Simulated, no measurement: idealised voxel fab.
process module | voxel tone inversion
cross-section cut | 175 nm wide | cells 5 nm
A cross-section is a grid of square cells, given in bands from the top down. A band is one or more rows of cells.
Each band's line starts with the height of the band's top and of its bottom, in nm. Then come its materials from left to right, each with its width in nm. One material with "throughout" fills the band from edge to edge. "air" is empty space.
Height 0 is the level under which the wafer as received is all one material. The lowest band goes on downwards, as in "0 down".
A width such as "30 to 40" changes by the same amount from each row of cells to the next, from the band's top row to its bottom row.
"no change" after a step means that no cell of the cross-section changed.
closed voids: empty space of 8 cells or more with no open way to the top, each as width x height at its distance from the left edge, in nm
after a step's settings: what the simulator itself notes on the step
overlay nm, on a step with a mask: how far to the right of its planned place the mask lay; to the left if negative
plan
1 op RECEIVE | material Si
2 op CONFORMAL_DEP | material SiCN | thk nm 10
3 op DIRECTIONAL_DEP | material polySi | thk nm 25
4 op PATTERN | tone cover | mask id POSTS | material resist | width nm 25 | pitch nm 45 | thk nm 30 | overlay nm 0
5 op DIRECTIONAL_ETCH | etch materials polySi | depth nm 25
6 op STRIP | etch materials resist
7 op FILL_DEP | material lowk | thk nm 5
8 op CMP | height nm 35
9 op STRIP | etch materials polySi
as received, after step 1
  0 down: Si throughout
  closed voids: none
first wafer at the end, as planned
  35 to 10: lowk 30 | air 25 | lowk 20 | air 25 | lowk 20 | air 25 | lowk 30
  10 to 0: SiCN throughout
  0 down: Si throughout
  closed voids: none
second wafer at the end: like start, like plan, one mistake
  35 to 10: air 30 | lowk 25 | air 20 | lowk 25 | air 20 | lowk 25 | air 30
  10 to 0: SiCN throughout
  0 down: Si throughout
  closed voids: none
what went wrong: step 4 ran as: op PATTERN | tone open | mask id POSTS | material resist | width nm 25 | pitch nm 45 | thk nm 30 | overlay nm 0
at the end the second wafer has, in cells: 25 fewer of lowk
